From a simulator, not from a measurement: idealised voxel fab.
process module | voxel transistor to metal
cross-section cut | 265 nm wide | cells 5 nm
A cross-section is a grid of square cells, given in bands from the top down. A band is one or more rows of cells.
Each band's line starts with the height of the band's top and of its bottom, in nm. Then come its materials from left to right, each with its width in nm. One material with "throughout" fills the band from edge to edge. "air" is empty space.
Height 0 is the level under which the wafer as received is all one material. The lowest band goes on downwards, as in "0 down".
A width such as "30 to 40" changes by the same amount from each row of cells to the next, from the band's top row to its bottom row.
"no change" after a step means that no cell of the cross-section changed.
closed voids: empty space of 8 cells or more with no open way to the top, each as width x height at its distance from the left edge, in nm
after a step's settings: what the simulator itself notes on the step
overlay nm, on a step with a mask: how far to the right of its planned place the mask lay; to the left if negative
plan
1 op RECEIVE | material Si
2 op CONFORMAL_DEP | material SiO2 | thk nm 5
3 op CONFORMAL_DEP | material SiN | thk nm 10
4 op PATTERN | tone cover | mask id ACTIVE | material resist | width nm 100 | pitch nm 125 | thk nm 20 | overlay nm 0
5 op DIRECTIONAL_ETCH | etch materials SiN | depth nm 10
6 op DIRECTIONAL_ETCH | etch materials SiO2 | depth nm 5
7 op DIRECTIONAL_ETCH | etch materials Si | depth nm 25
8 op STRIP | etch materials resist
9 op OXIDIZE | depth nm 5
10 op FILL_DEP | material SiO2 | thk nm 5
11 op CMP | height nm 15
12 op SELECTIVE_ETCH | etch materials SiO2 | depth nm 10
13 op STRIP | etch materials SiN
14 op SELECTIVE_ETCH | etch materials SiO2 | depth nm 5
15 op OXIDIZE | depth nm 5
16 op DIRECTIONAL_DEP | material polySi | thk nm 30
17 op DIRECTIONAL_DEP | material SiCN | thk nm 15
18 op DIRECTIONAL_DEP | material aC | thk nm 15
19 op PATTERN | tone cover | mask id GATE | material resist | width nm 20 | pitch nm 125 | thk nm 30 | overlay nm 0
20 op DIRECTIONAL_ETCH | etch materials aC | depth nm 15
21 op STRIP | etch materials resist
22 op DIRECTIONAL_ETCH | etch materials SiCN | depth nm 25
23 op DIRECTIONAL_ETCH | etch materials polySi | depth nm 40
24 op STRIP | etch materials aC
25 op CONFORMAL_DEP | material SiN | thk nm 10
26 op DIRECTIONAL_ETCH | etch materials SiN | depth nm 10
27 op DIRECTIONAL_ETCH | etch materials SiO2 | depth nm 5
28 op DIRECTIONAL_ETCH | etch materials Si | depth nm 10
29 op EPI | material SiGe | thk nm 15
30 op FILL_DEP | material SiO2 | thk nm 5
31 op CMP | height nm 45
32 op DIRECTIONAL_DEP | material SiO2 | thk nm 15
33 op DIRECTIONAL_DEP | material aC | thk nm 15
34 op PATTERN | tone open | mask id CONTACT | material resist | width nm 20 | thk nm 35 | overlay nm 0
35 op DIRECTIONAL_ETCH | etch materials aC | depth nm 15
36 op STRIP | etch materials resist
37 op DIRECTIONAL_ETCH | etch materials SiO2 | depth nm 60
38 op STRIP | etch materials aC
39 op CONFORMAL_DEP | material TiN | thk nm 5
40 op FILL_DEP | material Ru | thk nm 10
41 op CMP | height nm 60
42 op CONFORMAL_DEP | material SiN | thk nm 5
43 op DIRECTIONAL_DEP | material lowk | thk nm 20
44 op PATTERN | tone open | mask id METAL_1 | material resist | width nm 20 | thk nm 20 | overlay nm 0
45 op DIRECTIONAL_ETCH | etch materials lowk | depth nm 20
46 op DIRECTIONAL_ETCH | etch materials SiN | depth nm 5
47 op STRIP | etch materials resist
48 op CONFORMAL_DEP | material TiN | thk nm 5
49 op FILL_DEP | material Ru | thk nm 5
50 op CMP | height nm 85
51 op CONFORMAL_DEP | material SiCN | thk nm 5
52 op DIRECTIONAL_DEP | material lowk | thk nm 25
53 op DIRECTIONAL_DEP | material aC | thk nm 15
54 op PATTERN | tone open | mask id METAL_2_HOLES | material resist | width nm 15 | pitch nm 125 | thk nm 35 | overlay nm 0
55 op DIRECTIONAL_ETCH | etch materials aC | depth nm 15
56 op STRIP | etch materials resist
57 op DIRECTIONAL_ETCH | etch materials lowk | depth nm 25
58 op STRIP | etch materials aC
59 op PATTERN | tone open | mask id METAL_2 | material resist | width nm 20 | pitch nm 125 | thk nm 20 | overlay nm 0
60 op DIRECTIONAL_ETCH | etch materials lowk | depth nm 15
61 op DIRECTIONAL_ETCH | etch materials SiCN | depth nm 5
62 op STRIP | etch materials resist
63 op CONFORMAL_DEP | material TiN | thk nm 5
64 op FILL_DEP | material Ru | thk nm 10
65 op CMP | height nm 115
66 op CONFORMAL_DEP | material SiN | thk nm 5
first wafer, as planned
as received, after step 1
  0 down: Si throughout
  closed voids: none
after step 2
  5 to 0: SiO2 throughout
  below 0: unchanged
after step 3
  15 to 5: SiN throughout
  below 5: unchanged
after step 4
  35 to 15: air 20 | resist 100 | air 25 | resist 100 | air 20
  below 15: unchanged
after step 5
  35 to 15: air 20 | resist 100 | air 25 | resist 100 | air 20
  15 to 5: air 20 | SiN 100 | air 25 | SiN 100 | air 20
  below 5: unchanged
after step 6
  35 to 15: air 20 | resist 100 | air 25 | resist 100 | air 20
  15 to 5: air 20 | SiN 100 | air 25 | SiN 100 | air 20
  5 to 0: air 20 | SiO2 100 | air 25 | SiO2 100 | air 20
  below 0: unchanged
after step 7
  35 to 15: air 20 | resist 100 | air 25 | resist 100 | air 20
  15 to 5: air 20 | SiN 100 | air 25 | SiN 100 | air 20
  5 to 0: air 20 | SiO2 100 | air 25 | SiO2 100 | air 20
  0 to -25: air 20 | Si 100 | air 25 | Si 100 | air 20
  below -25: unchanged
after step 8
  15 to 5: air 20 | SiN 100 | air 25 | SiN 100 | air 20
  below 5: unchanged
after step 9
  15 to 5: air 20 | SiN 100 | air 25 | SiN 100 | air 20
  5 to 0: air 20 | SiO2 100 | air 25 | SiO2 100 | air 20
  0 to -25: air 20 | SiO2 5 | Si 90 | SiO2 5 | air 25 | SiO2 5 | Si 90 | SiO2 5 | air 20
  -25 to -30: SiO2 25 | Si 90 | SiO2 35 | Si 90 | SiO2 25
  below -30: unchanged
after step 10
  20 to 15: SiO2 throughout
  15 to 5: SiO2 20 | SiN 100 | SiO2 25 | SiN 100 | SiO2 20
  5 to 0: SiO2 throughout
  0 to -30: SiO2 25 | Si 90 | SiO2 35 | Si 90 | SiO2 25
  below -30: unchanged
after step 11
  15 to 5: SiO2 20 | SiN 100 | SiO2 25 | SiN 100 | SiO2 20
  below 5: unchanged
after step 12
  15 to 5: air 20 | SiN 100 | air 25 | SiN 100 | air 20
  below 5: unchanged
after step 13
  5 to 0: SiO2 throughout
  below 0: unchanged
after step 14
  0 to -30: SiO2 25 | Si 90 | SiO2 35 | Si 90 | SiO2 25
  below -30: unchanged
after step 15
  0 to -5: SiO2 throughout
  below -5: unchanged
after step 16
  30 to 0: polySi throughout
  below 0: unchanged
after step 17
  45 to 30: SiCN throughout
  below 30: unchanged
after step 18
  60 to 45: aC throughout
  below 45: unchanged
after step 19
  90 to 60: air 60 | resist 20 | air 105 | resist 20 | air 60
  below 60: unchanged
after step 20
  75 to 60: air 60 | resist 20 | air 105 | resist 20 | air 60
  60 to 45: air 60 | aC 20 | air 105 | aC 20 | air 60
  below 45: unchanged
after step 21
  60 to 45: air 60 | aC 20 | air 105 | aC 20 | air 60
  below 45: unchanged
after step 22
  60 to 45: air 60 | aC 20 | air 105 | aC 20 | air 60
  45 to 30: air 60 | SiCN 20 | air 105 | SiCN 20 | air 60
  below 30: unchanged
after step 23
  60 to 45: air 60 | aC 20 | air 105 | aC 20 | air 60
  45 to 30: air 60 | SiCN 20 | air 105 | SiCN 20 | air 60
  30 to 0: air 60 | polySi 20 | air 105 | polySi 20 | air 60
  below 0: unchanged
after step 24
  45 to 30: air 60 | SiCN 20 | air 105 | SiCN 20 | air 60
  below 30: unchanged
after step 25
  55 to 45: air 50 | SiN 40 | air 85 | SiN 40 | air 50
  45 to 30: air 50 | SiN 10 | SiCN 20 | SiN 10 | air 85 | SiN 10 | SiCN 20 | SiN 10 | air 50
  30 to 10: air 50 | SiN 10 | polySi 20 | SiN 10 | air 85 | SiN 10 | polySi 20 | SiN 10 | air 50
  10 to 0: SiN 60 | polySi 20 | SiN 105 | polySi 20 | SiN 60
  below 0: unchanged
after step 26
  45 to 30: air 50 | SiN 10 | SiCN 20 | SiN 10 | air 85 | SiN 10 | SiCN 20 | SiN 10 | air 50
  30 to 0: air 50 | SiN 10 | polySi 20 | SiN 10 | air 85 | SiN 10 | polySi 20 | SiN 10 | air 50
  below 0: unchanged
after step 27
  45 to 30: air 50 | SiN 10 | SiCN 20 | SiN 10 | air 85 | SiN 10 | SiCN 20 | SiN 10 | air 50
  30 to 0: air 50 | SiN 10 | polySi 20 | SiN 10 | air 85 | SiN 10 | polySi 20 | SiN 10 | air 50
  0 to -5: air 50 | SiO2 40 | air 85 | SiO2 40 | air 50
  below -5: unchanged
after step 28
  45 to 30: air 50 | SiN 10 | SiCN 20 | SiN 10 | air 85 | SiN 10 | SiCN 20 | SiN 10 | air 50
  30 to 0: air 50 | SiN 10 | polySi 20 | SiN 10 | air 85 | SiN 10 | polySi 20 | SiN 10 | air 50
  0 to -5: air 50 | SiO2 40 | air 85 | SiO2 40 | air 50
  -5 to -15: SiO2 25 | air 25 | Si 40 | air 25 | SiO2 35 | air 25 | Si 40 | air 25 | SiO2 25
  below -15: unchanged
after step 29
  45 to 30: air 50 | SiN 10 | SiCN 20 | SiN 10 | air 85 | SiN 10 | SiCN 20 | SiN 10 | air 50
  30 to 10: air 50 | SiN 10 | polySi 20 | SiN 10 | air 85 | SiN 10 | polySi 20 | SiN 10 | air 50
  10 to 0: air 35 | SiGe 15 | SiN 10 | polySi 20 | SiN 10 | SiGe 15 | air 55 | SiGe 15 | SiN 10 | polySi 20 | SiN 10 | SiGe 15 | air 35
  0 to -5: air 20 | SiGe 30 | SiO2 40 | SiGe 30 | air 25 | SiGe 30 | SiO2 40 | SiGe 30 | air 20
  -5 to -15: SiO2 25 | SiGe 25 | Si 40 | SiGe 25 | SiO2 35 | SiGe 25 | Si 40 | SiGe 25 | SiO2 25
  below -15: unchanged
after step 30
  50 to 45: SiO2 throughout
  45 to 30: SiO2 50 | SiN 10 | SiCN 20 | SiN 10 | SiO2 85 | SiN 10 | SiCN 20 | SiN 10 | SiO2 50
  30 to 10: SiO2 50 | SiN 10 | polySi 20 | SiN 10 | SiO2 85 | SiN 10 | polySi 20 | SiN 10 | SiO2 50
  10 to 0: SiO2 35 | SiGe 15 | SiN 10 | polySi 20 | SiN 10 | SiGe 15 | SiO2 55 | SiGe 15 | SiN 10 | polySi 20 | SiN 10 | SiGe 15 | SiO2 35
  0 to -5: SiO2 20 | SiGe 30 | SiO2 40 | SiGe 30 | SiO2 25 | SiGe 30 | SiO2 40 | SiGe 30 | SiO2 20
  below -5: unchanged
after step 31
  45 to 30: SiO2 50 | SiN 10 | SiCN 20 | SiN 10 | SiO2 85 | SiN 10 | SiCN 20 | SiN 10 | SiO2 50
  below 30: unchanged
after step 32
  60 to 45: SiO2 throughout
  below 45: unchanged
after step 33
  75 to 60: aC throughout
  below 60: unchanged
after step 34
  110 to 75: resist 25 | air 20 | resist 50 | air 20 | resist 35 | air 20 | resist 50 | air 20 | resist 25
  below 75: unchanged
after step 35
  95 to 75: resist 25 | air 20 | resist 50 | air 20 | resist 35 | air 20 | resist 50 | air 20 | resist 25
  75 to 60: aC 25 | air 20 | aC 50 | air 20 | aC 35 | air 20 | aC 50 | air 20 | aC 25
  below 60: unchanged
after step 36
  75 to 60: aC 25 | air 20 | aC 50 | air 20 | aC 35 | air 20 | aC 50 | air 20 | aC 25
  below 60: unchanged
after step 37
  75 to 60: aC 25 | air 20 | aC 50 | air 20 | aC 35 | air 20 | aC 50 | air 20 | aC 25
  60 to 45: SiO2 25 | air 20 | SiO2 50 | air 20 | SiO2 35 | air 20 | SiO2 50 | air 20 | SiO2 25
  45 to 30: SiO2 25 | air 20 | SiO2 5 | SiN 10 | SiCN 20 | SiN 10 | SiO2 5 | air 20 | SiO2 35 | air 20 | SiO2 5 | SiN 10 | SiCN 20 | SiN 10 | SiO2 5 | air 20 | SiO2 25
  30 to 10: SiO2 25 | air 20 | SiO2 5 | SiN 10 | polySi 20 | SiN 10 | SiO2 5 | air 20 | SiO2 35 | air 20 | SiO2 5 | SiN 10 | polySi 20 | SiN 10 | SiO2 5 | air 20 | SiO2 25
  10 to 0: SiO2 25 | air 10 | SiGe 15 | SiN 10 | polySi 20 | SiN 10 | SiGe 15 | air 10 | SiO2 35 | air 10 | SiGe 15 | SiN 10 | polySi 20 | SiN 10 | SiGe 15 | air 10 | SiO2 25
  below 0: unchanged
after step 38
  60 to 45: SiO2 25 | air 20 | SiO2 50 | air 20 | SiO2 35 | air 20 | SiO2 50 | air 20 | SiO2 25
  below 45: unchanged
after step 39
  65 to 60: TiN 30 | air 10 | TiN 60 | air 10 | TiN 45 | air 10 | TiN 60 | air 10 | TiN 30
  60 to 45: SiO2 25 | TiN 5 | air 10 | TiN 5 | SiO2 50 | TiN 5 | air 10 | TiN 5 | SiO2 35 | TiN 5 | air 10 | TiN 5 | SiO2 50 | TiN 5 | air 10 | TiN 5 | SiO2 25
  45 to 30: SiO2 25 | TiN 5 | air 10 | TiN 5 | SiO2 5 | SiN 10 | SiCN 20 | SiN 10 | SiO2 5 | TiN 5 | air 10 | TiN 5 | SiO2 35 | TiN 5 | air 10 | TiN 5 | SiO2 5 | SiN 10 | SiCN 20 | SiN 10 | SiO2 5 | TiN 5 | air 10 | TiN 5 | SiO2 25
  30 to 15: SiO2 25 | TiN 5 | air 10 | TiN 5 | SiO2 5 | SiN 10 | polySi 20 | SiN 10 | SiO2 5 | TiN 5 | air 10 | TiN 5 | SiO2 35 | TiN 5 | air 10 | TiN 5 | SiO2 5 | SiN 10 | polySi 20 | SiN 10 | SiO2 5 | TiN 5 | air 10 | TiN 5 | SiO2 25
  15 to 10: SiO2 25 | TiN 20 | SiO2 5 | SiN 10 | polySi 20 | SiN 10 | SiO2 5 | TiN 20 | SiO2 35 | TiN 20 | SiO2 5 | SiN 10 | polySi 20 | SiN 10 | SiO2 5 | TiN 20 | SiO2 25
  10 to 0: SiO2 25 | TiN 10 | SiGe 15 | SiN 10 | polySi 20 | SiN 10 | SiGe 15 | TiN 10 | SiO2 35 | TiN 10 | SiGe 15 | SiN 10 | polySi 20 | SiN 10 | SiGe 15 | TiN 10 | SiO2 25
  below 0: unchanged
after step 40
  75 to 65: Ru throughout
  65 to 60: TiN 30 | Ru 10 | TiN 60 | Ru 10 | TiN 45 | Ru 10 | TiN 60 | Ru 10 | TiN 30
  60 to 45: SiO2 25 | TiN 5 | Ru 10 | TiN 5 | SiO2 50 | TiN 5 | Ru 10 | TiN 5 | SiO2 35 | TiN 5 | Ru 10 | TiN 5 | SiO2 50 | TiN 5 | Ru 10 | TiN 5 | SiO2 25
  45 to 30: SiO2 25 | TiN 5 | Ru 10 | TiN 5 | SiO2 5 | SiN 10 | SiCN 20 | SiN 10 | SiO2 5 | TiN 5 | Ru 10 | TiN 5 | SiO2 35 | TiN 5 | Ru 10 | TiN 5 | SiO2 5 | SiN 10 | SiCN 20 | SiN 10 | SiO2 5 | TiN 5 | Ru 10 | TiN 5 | SiO2 25
  30 to 15: SiO2 25 | TiN 5 | Ru 10 | TiN 5 | SiO2 5 | SiN 10 | polySi 20 | SiN 10 | SiO2 5 | TiN 5 | Ru 10 | TiN 5 | SiO2 35 | TiN 5 | Ru 10 | TiN 5 | SiO2 5 | SiN 10 | polySi 20 | SiN 10 | SiO2 5 | TiN 5 | Ru 10 | TiN 5 | SiO2 25
  below 15: unchanged
after step 41
  60 to 45: SiO2 25 | TiN 5 | Ru 10 | TiN 5 | SiO2 50 | TiN 5 | Ru 10 | TiN 5 | SiO2 35 | TiN 5 | Ru 10 | TiN 5 | SiO2 50 | TiN 5 | Ru 10 | TiN 5 | SiO2 25
  below 45: unchanged
after step 42
  65 to 60: SiN throughout
  below 60: unchanged
after step 43
  85 to 65: lowk throughout
  below 65: unchanged
after step 44
  105 to 85: resist 25 | air 20 | resist 50 | air 20 | resist 35 | air 20 | resist 50 | air 20 | resist 25
  below 85: unchanged
after step 45
  105 to 85: resist 25 | air 20 | resist 50 | air 20 | resist 35 | air 20 | resist 50 | air 20 | resist 25
  85 to 65: lowk 25 | air 20 | lowk 50 | air 20 | lowk 35 | air 20 | lowk 50 | air 20 | lowk 25
  below 65: unchanged
after step 46
  105 to 85: resist 25 | air 20 | resist 50 | air 20 | resist 35 | air 20 | resist 50 | air 20 | resist 25
  85 to 65: lowk 25 | air 20 | lowk 50 | air 20 | lowk 35 | air 20 | lowk 50 | air 20 | lowk 25
  65 to 60: SiN 25 | air 20 | SiN 50 | air 20 | SiN 35 | air 20 | SiN 50 | air 20 | SiN 25
  below 60: unchanged
after step 47
  85 to 65: lowk 25 | air 20 | lowk 50 | air 20 | lowk 35 | air 20 | lowk 50 | air 20 | lowk 25
  below 65: unchanged
after step 48
  90 to 85: TiN 30 | air 10 | TiN 60 | air 10 | TiN 45 | air 10 | TiN 60 | air 10 | TiN 30
  85 to 65: lowk 25 | TiN 5 | air 10 | TiN 5 | lowk 50 | TiN 5 | air 10 | TiN 5 | lowk 35 | TiN 5 | air 10 | TiN 5 | lowk 50 | TiN 5 | air 10 | TiN 5 | lowk 25
  65 to 60: SiN 25 | TiN 20 | SiN 50 | TiN 20 | SiN 35 | TiN 20 | SiN 50 | TiN 20 | SiN 25
  below 60: unchanged
after step 49
  95 to 90: Ru throughout
  90 to 85: TiN 30 | Ru 10 | TiN 60 | Ru 10 | TiN 45 | Ru 10 | TiN 60 | Ru 10 | TiN 30
  85 to 65: lowk 25 | TiN 5 | Ru 10 | TiN 5 | lowk 50 | TiN 5 | Ru 10 | TiN 5 | lowk 35 | TiN 5 | Ru 10 | TiN 5 | lowk 50 | TiN 5 | Ru 10 | TiN 5 | lowk 25
  below 65: unchanged
after step 50
  85 to 65: lowk 25 | TiN 5 | Ru 10 | TiN 5 | lowk 50 | TiN 5 | Ru 10 | TiN 5 | lowk 35 | TiN 5 | Ru 10 | TiN 5 | lowk 50 | TiN 5 | Ru 10 | TiN 5 | lowk 25
  below 65: unchanged
after step 51
  90 to 85: SiCN throughout
  below 85: unchanged
after step 52
  115 to 90: lowk throughout
  below 90: unchanged
after step 53
  130 to 115: aC throughout
  below 115: unchanged
after step 54
  165 to 130: resist 25 | air 15 | resist 110 | air 15 | resist 100
  below 130: unchanged
after step 55
  150 to 130: resist 25 | air 15 | resist 110 | air 15 | resist 100
  130 to 115: aC 25 | air 15 | aC 110 | air 15 | aC 100
  below 115: unchanged
after step 56
  130 to 115: aC 25 | air 15 | aC 110 | air 15 | aC 100
  below 115: unchanged
after step 57
  130 to 115: aC 25 | air 15 | aC 110 | air 15 | aC 100
  115 to 90: lowk 25 | air 15 | lowk 110 | air 15 | lowk 100
  below 90: unchanged
after step 58
  115 to 90: lowk 25 | air 15 | lowk 110 | air 15 | lowk 100
  below 90: unchanged
after step 59
  135 to 115: resist 25 | air 20 | resist 105 | air 20 | resist 95
  below 115: unchanged
after step 60
  135 to 115: resist 25 | air 20 | resist 105 | air 20 | resist 95
  115 to 100: lowk 25 | air 20 | lowk 105 | air 20 | lowk 95
  below 100: unchanged
after step 61
  135 to 115: resist 25 | air 20 | resist 105 | air 20 | resist 95
  115 to 100: lowk 25 | air 20 | lowk 105 | air 20 | lowk 95
  100 to 90: lowk 25 | air 15 | lowk 110 | air 15 | lowk 100
  90 to 85: SiCN 25 | air 15 | SiCN 110 | air 15 | SiCN 100
  below 85: unchanged
after step 62
  115 to 100: lowk 25 | air 20 | lowk 105 | air 20 | lowk 95
  below 100: unchanged
after step 63
  120 to 115: TiN 30 | air 10 | TiN 115 | air 10 | TiN 100
  115 to 105: lowk 25 | TiN 5 | air 10 | TiN 5 | lowk 105 | TiN 5 | air 10 | TiN 5 | lowk 95
  105 to 100: lowk 25 | TiN 5 | air 5 | TiN 10 | lowk 105 | TiN 5 | air 5 | TiN 10 | lowk 95
  100 to 90: lowk 25 | TiN 5 | air 5 | TiN 5 | lowk 110 | TiN 5 | air 5 | TiN 5 | lowk 100
  90 to 85: SiCN 25 | TiN 15 | SiCN 110 | TiN 15 | SiCN 100
  below 85: unchanged
after step 64
  130 to 120: Ru throughout
  120 to 115: TiN 30 | Ru 10 | TiN 115 | Ru 10 | TiN 100
  115 to 105: lowk 25 | TiN 5 | Ru 10 | TiN 5 | lowk 105 | TiN 5 | Ru 10 | TiN 5 | lowk 95
  105 to 100: lowk 25 | TiN 5 | Ru 5 | TiN 10 | lowk 105 | TiN 5 | Ru 5 | TiN 10 | lowk 95
  100 to 90: lowk 25 | TiN 5 | Ru 5 | TiN 5 | lowk 110 | TiN 5 | Ru 5 | TiN 5 | lowk 100
  below 90: unchanged
after step 65
  115 to 105: lowk 25 | TiN 5 | Ru 10 | TiN 5 | lowk 105 | TiN 5 | Ru 10 | TiN 5 | lowk 95
  below 105: unchanged
after step 66
  120 to 115: SiN throughout
  below 115: unchanged
second wafer: like start, like plan, one mistake. Through step 43 it matches the first wafer
when step 44 should have ended
  105 to 85: air 25 | resist 20 | air 50 | resist 20 | air 35 | resist 20 | air 50 | resist 20 | air 25
  below 85: unchanged
when step 45 should have ended
  105 to 85: air 25 | resist 20 | air 50 | resist 20 | air 35 | resist 20 | air 50 | resist 20 | air 25
  85 to 65: air 25 | lowk 20 | air 50 | lowk 20 | air 35 | lowk 20 | air 50 | lowk 20 | air 25
  below 65: unchanged
when step 46 should have ended
  105 to 85: air 25 | resist 20 | air 50 | resist 20 | air 35 | resist 20 | air 50 | resist 20 | air 25
  85 to 65: air 25 | lowk 20 | air 50 | lowk 20 | air 35 | lowk 20 | air 50 | lowk 20 | air 25
  65 to 60: air 25 | SiN 20 | air 50 | SiN 20 | air 35 | SiN 20 | air 50 | SiN 20 | air 25
  below 60: unchanged
when step 47 should have ended
  85 to 65: air 25 | lowk 20 | air 50 | lowk 20 | air 35 | lowk 20 | air 50 | lowk 20 | air 25
  below 65: unchanged
when step 48 should have ended
  90 to 85: air 20 | TiN 30 | air 40 | TiN 30 | air 25 | TiN 30 | air 40 | TiN 30 | air 20
  85 to 65: air 20 | TiN 5 | lowk 20 | TiN 5 | air 40 | TiN 5 | lowk 20 | TiN 5 | air 25 | TiN 5 | lowk 20 | TiN 5 | air 40 | TiN 5 | lowk 20 | TiN 5 | air 20
  65 to 60: TiN 25 | SiN 20 | TiN 50 | SiN 20 | TiN 35 | SiN 20 | TiN 50 | SiN 20 | TiN 25
  below 60: unchanged
when step 49 should have ended
  95 to 90: Ru throughout
  90 to 85: Ru 20 | TiN 30 | Ru 40 | TiN 30 | Ru 25 | TiN 30 | Ru 40 | TiN 30 | Ru 20
  85 to 65: Ru 20 | TiN 5 | lowk 20 | TiN 5 | Ru 40 | TiN 5 | lowk 20 | TiN 5 | Ru 25 | TiN 5 | lowk 20 | TiN 5 | Ru 40 | TiN 5 | lowk 20 | TiN 5 | Ru 20
  below 65: unchanged
when step 50 should have ended
  85 to 65: Ru 20 | TiN 5 | lowk 20 | TiN 5 | Ru 40 | TiN 5 | lowk 20 | TiN 5 | Ru 25 | TiN 5 | lowk 20 | TiN 5 | Ru 40 | TiN 5 | lowk 20 | TiN 5 | Ru 20
  below 65: unchanged
when step 51 should have ended
  90 to 85: SiCN throughout
  below 85: unchanged
when step 52 should have ended
  115 to 90: lowk throughout
  below 90: unchanged
when step 53 should have ended
  130 to 115: aC throughout
  below 115: unchanged
when step 54 should have ended
  165 to 130: resist 25 | air 15 | resist 110 | air 15 | resist 100
  below 130: unchanged
when step 55 should have ended
  150 to 130: resist 25 | air 15 | resist 110 | air 15 | resist 100
  130 to 115: aC 25 | air 15 | aC 110 | air 15 | aC 100
  below 115: unchanged
when step 56 should have ended
  130 to 115: aC 25 | air 15 | aC 110 | air 15 | aC 100
  below 115: unchanged
when step 57 should have ended
  130 to 115: aC 25 | air 15 | aC 110 | air 15 | aC 100
  115 to 90: lowk 25 | air 15 | lowk 110 | air 15 | lowk 100
  below 90: unchanged
when step 58 should have ended
  115 to 90: lowk 25 | air 15 | lowk 110 | air 15 | lowk 100
  below 90: unchanged
when step 59 should have ended
  135 to 115: resist 25 | air 20 | resist 105 | air 20 | resist 95
  below 115: unchanged
when step 60 should have ended
  135 to 115: resist 25 | air 20 | resist 105 | air 20 | resist 95
  115 to 100: lowk 25 | air 20 | lowk 105 | air 20 | lowk 95
  below 100: unchanged
when step 61 should have ended
  135 to 115: resist 25 | air 20 | resist 105 | air 20 | resist 95
  115 to 100: lowk 25 | air 20 | lowk 105 | air 20 | lowk 95
  100 to 90: lowk 25 | air 15 | lowk 110 | air 15 | lowk 100
  90 to 85: SiCN 25 | air 15 | SiCN 110 | air 15 | SiCN 100
  below 85: unchanged
when step 62 should have ended
  115 to 100: lowk 25 | air 20 | lowk 105 | air 20 | lowk 95
  below 100: unchanged
when step 63 should have ended
  120 to 115: TiN 30 | air 10 | TiN 115 | air 10 | TiN 100
  115 to 105: lowk 25 | TiN 5 | air 10 | TiN 5 | lowk 105 | TiN 5 | air 10 | TiN 5 | lowk 95
  105 to 100: lowk 25 | TiN 5 | air 5 | TiN 10 | lowk 105 | TiN 5 | air 5 | TiN 10 | lowk 95
  100 to 90: lowk 25 | TiN 5 | air 5 | TiN 5 | lowk 110 | TiN 5 | air 5 | TiN 5 | lowk 100
  90 to 85: SiCN 25 | TiN 15 | SiCN 110 | TiN 15 | SiCN 100
  below 85: unchanged
when step 64 should have ended
  130 to 120: Ru throughout
  120 to 115: TiN 30 | Ru 10 | TiN 115 | Ru 10 | TiN 100
  115 to 105: lowk 25 | TiN 5 | Ru 10 | TiN 5 | lowk 105 | TiN 5 | Ru 10 | TiN 5 | lowk 95
  105 to 100: lowk 25 | TiN 5 | Ru 5 | TiN 10 | lowk 105 | TiN 5 | Ru 5 | TiN 10 | lowk 95
  100 to 90: lowk 25 | TiN 5 | Ru 5 | TiN 5 | lowk 110 | TiN 5 | Ru 5 | TiN 5 | lowk 100
  below 90: unchanged
when step 65 should have ended
  115 to 105: lowk 25 | TiN 5 | Ru 10 | TiN 5 | lowk 105 | TiN 5 | Ru 10 | TiN 5 | lowk 95
  below 105: unchanged
when step 66 should have ended
  120 to 115: SiN throughout
  below 115: unchanged
what went wrong: step 44 ran as: op PATTERN | tone cover | mask id METAL_1 | material resist | width nm 20 | thk nm 20 | overlay nm 0
at the end the second wafer has, in cells: 84 more of Ru | 21 fewer of SiN | 21 more of TiN | 84 fewer of lowk
